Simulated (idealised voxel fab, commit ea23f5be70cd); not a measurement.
process module | voxel self aligned contacts
cross-section cut | 225 nm wide | cells 5 nm
A cross-section is a grid of square cells, given in bands from the top down. A band is one or more rows of cells.
Each band's line starts with the height of the band's top and of its bottom, in nm. Then come its materials from left to right, each with its width in nm. One material with "throughout" fills the band from edge to edge. "air" is empty space.
Height 0 is the level under which the wafer as received is all one material. The lowest band goes on downwards, as in "0 down".
A width such as "30 to 40" changes by the same amount from each row of cells to the next, from the band's top row to its bottom row.
"no change" after a step means that no cell of the cross-section changed.
closed voids: empty space of 8 cells or more with no open way to the top, each as width x height at its distance from the left edge, in nm
after a step's settings: what the simulator itself notes on the step
overlay nm, on a step with a mask: how far to the right of its planned place the mask lay; to the left if negative
plan
1 op RECEIVE | material Si
2 op OXIDIZE | depth nm 5
3 op DIRECTIONAL_DEP | material polySi | thk nm 20
4 op DIRECTIONAL_DEP | material SiN | thk nm 20
5 op DIRECTIONAL_DEP | material aC | thk nm 10
6 op PATTERN | tone cover | mask id GATE | material resist | width nm 25 | pitch nm 50 | thk nm 30 | overlay nm 0
7 op DIRECTIONAL_ETCH | etch materials aC | depth nm 10
8 op STRIP | etch materials resist
9 op DIRECTIONAL_ETCH | etch materials SiN | depth nm 20
10 op DIRECTIONAL_ETCH | etch materials polySi | depth nm 20
11 op STRIP | etch materials aC
12 op CONFORMAL_DEP | material SiN | thk nm 5
13 op DIRECTIONAL_ETCH | etch materials SiN | depth nm 5
14 op FILL_DEP | material SiO2 | thk nm 15
15 op CMP | height nm 50
16 op PATTERN | tone open | mask id CONTACT | material resist | width nm 35 | pitch nm 50 | thk nm 20 | overlay nm 0
17 op DIRECTIONAL_ETCH | etch materials SiO2 | depth nm 55
18 op STRIP | etch materials resist
19 op CONFORMAL_DEP | material TiN | thk nm 5
20 op FILL_DEP | material Ru | thk nm 5
21 op CMP | height nm 50
22 op CONFORMAL_DEP | material SiCN | thk nm 5
first wafer, as planned
as received, after step 1
  0 down: Si throughout
  closed voids: none
after step 2
  0 to -5: SiO2 throughout
  below -5: unchanged
after step 3
  20 to 0: polySi throughout
  below 0: unchanged
after step 4
  40 to 20: SiN throughout
  below 20: unchanged
after step 5
  50 to 40: aC throughout
  below 40: unchanged
after step 6
  80 to 50: air 50 | resist 25 | air 25 | resist 25 | air 25 | resist 25 | air 50
  below 50: unchanged
after step 7
  70 to 50: air 50 | resist 25 | air 25 | resist 25 | air 25 | resist 25 | air 50
  50 to 40: air 50 | aC 25 | air 25 | aC 25 | air 25 | aC 25 | air 50
  below 40: unchanged
after step 8
  50 to 40: air 50 | aC 25 | air 25 | aC 25 | air 25 | aC 25 | air 50
  below 40: unchanged
after step 9
  50 to 40: air 50 | aC 25 | air 25 | aC 25 | air 25 | aC 25 | air 50
  40 to 20: air 50 | SiN 25 | air 25 | SiN 25 | air 25 | SiN 25 | air 50
  below 20: unchanged
after step 10
  50 to 40: air 50 | aC 25 | air 25 | aC 25 | air 25 | aC 25 | air 50
  40 to 20: air 50 | SiN 25 | air 25 | SiN 25 | air 25 | SiN 25 | air 50
  20 to 0: air 50 | polySi 25 | air 25 | polySi 25 | air 25 | polySi 25 | air 50
  below 0: unchanged
after step 11
  40 to 20: air 50 | SiN 25 | air 25 | SiN 25 | air 25 | SiN 25 | air 50
  below 20: unchanged
after step 12
  45 to 20: air 45 | SiN 35 | air 15 | SiN 35 | air 15 | SiN 35 | air 45
  20 to 5: air 45 | SiN 5 | polySi 25 | SiN 5 | air 15 | SiN 5 | polySi 25 | SiN 5 | air 15 | SiN 5 | polySi 25 | SiN 5 | air 45
  5 to 0: SiN 50 | polySi 25 | SiN 25 | polySi 25 | SiN 25 | polySi 25 | SiN 50
  below 0: unchanged
after step 13
  40 to 20: air 45 | SiN 35 | air 15 | SiN 35 | air 15 | SiN 35 | air 45
  20 to 0: air 45 | SiN 5 | polySi 25 | SiN 5 | air 15 | SiN 5 | polySi 25 | SiN 5 | air 15 | SiN 5 | polySi 25 | SiN 5 | air 45
  below 0: unchanged
after step 14
  55 to 40: SiO2 throughout
  40 to 20: SiO2 45 | SiN 35 | SiO2 15 | SiN 35 | SiO2 15 | SiN 35 | SiO2 45
  20 to 0: SiO2 45 | SiN 5 | polySi 25 | SiN 5 | SiO2 15 | SiN 5 | polySi 25 | SiN 5 | SiO2 15 | SiN 5 | polySi 25 | SiN 5 | SiO2 45
  below 0: unchanged
after step 15
  50 to 40: SiO2 throughout
  below 40: unchanged
after step 16
  70 to 50: resist 70 | air 35 | resist 15 | air 35 | resist 70
  below 50: unchanged
after step 17
  70 to 50: resist 70 | air 35 | resist 15 | air 35 | resist 70
  50 to 40: SiO2 70 | air 35 | SiO2 15 | air 35 | SiO2 70
  40 to 20: SiO2 45 | SiN 35 | air 15 | SiN 35 | air 15 | SiN 35 | SiO2 45
  20 to 0: SiO2 45 | SiN 5 | polySi 25 | SiN 5 | air 15 | SiN 5 | polySi 25 | SiN 5 | air 15 | SiN 5 | polySi 25 | SiN 5 | SiO2 45
  0 to -5: SiO2 80 | air 15 | SiO2 35 | air 15 | SiO2 80
  below -5: unchanged
after step 18
  50 to 40: SiO2 70 | air 35 | SiO2 15 | air 35 | SiO2 70
  below 40: unchanged
after step 19
  55 to 50: TiN 75 | air 25 | TiN 25 | air 25 | TiN 75
  50 to 40: SiO2 70 | TiN 5 to 15 | air 25 to 5 | TiN 5 to 15 | SiO2 15 | TiN 5 to 15 | air 25 to 5 | TiN 5 to 15 | SiO2 70
  40 to 20: SiO2 45 | SiN 35 | TiN 5 | air 5 | TiN 5 | SiN 35 | TiN 5 | air 5 | TiN 5 | SiN 35 | SiO2 45
  20 to 0: SiO2 45 | SiN 5 | polySi 25 | SiN 5 | TiN 5 | air 5 | TiN 5 | SiN 5 | polySi 25 | SiN 5 | TiN 5 | air 5 | TiN 5 | SiN 5 | polySi 25 | SiN 5 | SiO2 45
  0 to -5: SiO2 80 | TiN 15 | SiO2 35 | TiN 15 | SiO2 80
  below -5: unchanged
after step 20
  60 to 55: Ru throughout
  55 to 50: TiN 75 | Ru 25 | TiN 25 | Ru 25 | TiN 75
  50 to 40: SiO2 70 | TiN 5 to 15 | Ru 25 to 5 | TiN 5 to 15 | SiO2 15 | TiN 5 to 15 | Ru 25 to 5 | TiN 5 to 15 | SiO2 70
  40 to 20: SiO2 45 | SiN 35 | TiN 5 | Ru 5 | TiN 5 | SiN 35 | TiN 5 | Ru 5 | TiN 5 | SiN 35 | SiO2 45
  20 to 0: SiO2 45 | SiN 5 | polySi 25 | SiN 5 | TiN 5 | Ru 5 | TiN 5 | SiN 5 | polySi 25 | SiN 5 | TiN 5 | Ru 5 | TiN 5 | SiN 5 | polySi 25 | SiN 5 | SiO2 45
  below 0: unchanged
after step 21
  50 to 40: SiO2 70 | TiN 5 to 15 | Ru 25 to 5 | TiN 5 to 15 | SiO2 15 | TiN 5 to 15 | Ru 25 to 5 | TiN 5 to 15 | SiO2 70
  below 40: unchanged
after step 22
  55 to 50: SiCN throughout
  below 50: unchanged
second wafer: like start, like plan, one mistake. Through step 5 it matches the first wafer
when step 6 should have ended
  80 to 50: air 50 | resist 30 | air 20 | resist 30 | air 20 | resist 30 | air 45
  below 50: unchanged
when step 7 should have ended
  70 to 50: air 50 | resist 30 | air 20 | resist 30 | air 20 | resist 30 | air 45
  50 to 40: air 50 | aC 30 | air 20 | aC 30 | air 20 | aC 30 | air 45
  below 40: unchanged
when step 8 should have ended
  50 to 40: air 50 | aC 30 | air 20 | aC 30 | air 20 | aC 30 | air 45
  below 40: unchanged
when step 9 should have ended
  50 to 40: air 50 | aC 30 | air 20 | aC 30 | air 20 | aC 30 | air 45
  40 to 20: air 50 | SiN 30 | air 20 | SiN 30 | air 20 | SiN 30 | air 45
  below 20: unchanged
when step 10 should have ended
  50 to 40: air 50 | aC 30 | air 20 | aC 30 | air 20 | aC 30 | air 45
  40 to 20: air 50 | SiN 30 | air 20 | SiN 30 | air 20 | SiN 30 | air 45
  20 to 0: air 50 | polySi 30 | air 20 | polySi 30 | air 20 | polySi 30 | air 45
  below 0: unchanged
when step 11 should have ended
  40 to 20: air 50 | SiN 30 | air 20 | SiN 30 | air 20 | SiN 30 | air 45
  below 20: unchanged
when step 12 should have ended
  45 to 20: air 45 | SiN 40 | air 10 | SiN 40 | air 10 | SiN 40 | air 40
  20 to 5: air 45 | SiN 5 | polySi 30 | SiN 5 | air 10 | SiN 5 | polySi 30 | SiN 5 | air 10 | SiN 5 | polySi 30 | SiN 5 | air 40
  5 to 0: SiN 50 | polySi 30 | SiN 20 | polySi 30 | SiN 20 | polySi 30 | SiN 45
  below 0: unchanged
when step 13 should have ended
  40 to 20: air 45 | SiN 40 | air 10 | SiN 40 | air 10 | SiN 40 | air 40
  20 to 0: air 45 | SiN 5 | polySi 30 | SiN 5 | air 10 | SiN 5 | polySi 30 | SiN 5 | air 10 | SiN 5 | polySi 30 | SiN 5 | air 40
  below 0: unchanged
when step 14 should have ended
  55 to 40: SiO2 throughout
  40 to 20: SiO2 45 | SiN 40 | SiO2 10 | SiN 40 | SiO2 10 | SiN 40 | SiO2 40
  20 to 0: SiO2 45 | SiN 5 | polySi 30 | SiN 5 | SiO2 10 | SiN 5 | polySi 30 | SiN 5 | SiO2 10 | SiN 5 | polySi 30 | SiN 5 | SiO2 40
  below 0: unchanged
when step 15 should have ended
  50 to 40: SiO2 throughout
  below 40: unchanged
when step 16 should have ended
  70 to 50: resist 70 | air 35 | resist 15 | air 35 | resist 70
  below 50: unchanged
when step 17 should have ended
  70 to 50: resist 70 | air 35 | resist 15 | air 35 | resist 70
  50 to 40: SiO2 70 | air 35 | SiO2 15 | air 35 | SiO2 70
  40 to 20: SiO2 45 | SiN 40 | air 10 | SiN 40 | air 10 | SiN 40 | SiO2 40
  20 to 0: SiO2 45 | SiN 5 | polySi 30 | SiN 5 | air 10 | SiN 5 | polySi 30 | SiN 5 | air 10 | SiN 5 | polySi 30 | SiN 5 | SiO2 40
  0 to -5: SiO2 85 | air 10 | SiO2 40 | air 10 | SiO2 80
  below -5: unchanged
when step 18 should have ended
  50 to 40: SiO2 70 | air 35 | SiO2 15 | air 35 | SiO2 70
  below 40: unchanged
when step 19 should have ended
  55 to 50: TiN 75 | air 25 | TiN 25 | air 25 | TiN 75
  50 to 45: SiO2 70 | TiN 5 | air 25 | TiN 5 | SiO2 15 | TiN 5 | air 25 | TiN 5 | SiO2 70
  45 to 40: SiO2 70 | TiN 35 | SiO2 15 | TiN 35 | SiO2 70
  40 to 20: SiO2 45 | SiN 40 | TiN 10 | SiN 40 | TiN 10 | SiN 40 | SiO2 40
  20 to 0: SiO2 45 | SiN 5 | polySi 30 | SiN 5 | TiN 10 | SiN 5 | polySi 30 | SiN 5 | TiN 10 | SiN 5 | polySi 30 | SiN 5 | SiO2 40
  0 to -5: SiO2 85 | TiN 10 | SiO2 40 | TiN 10 | SiO2 80
  below -5: unchanged
when step 20 should have ended
  60 to 55: Ru throughout
  55 to 50: TiN 75 | Ru 25 | TiN 25 | Ru 25 | TiN 75
  50 to 45: SiO2 70 | TiN 5 | Ru 25 | TiN 5 | SiO2 15 | TiN 5 | Ru 25 | TiN 5 | SiO2 70
  below 45: unchanged
when step 21 should have ended
  50 to 45: SiO2 70 | TiN 5 | Ru 25 | TiN 5 | SiO2 15 | TiN 5 | Ru 25 | TiN 5 | SiO2 70
  below 45: unchanged
when step 22 should have ended
  55 to 50: SiCN throughout
  below 50: unchanged
what went wrong: step 6 ran as: op PATTERN | tone cover | mask id GATE | material resist | width nm 30 | pitch nm 50 | thk nm 30 | overlay nm 0
at the end the second wafer has, in cells: 18 fewer of Ru | 12 more of SiN | 6 fewer of SiO2 | 12 more of polySi
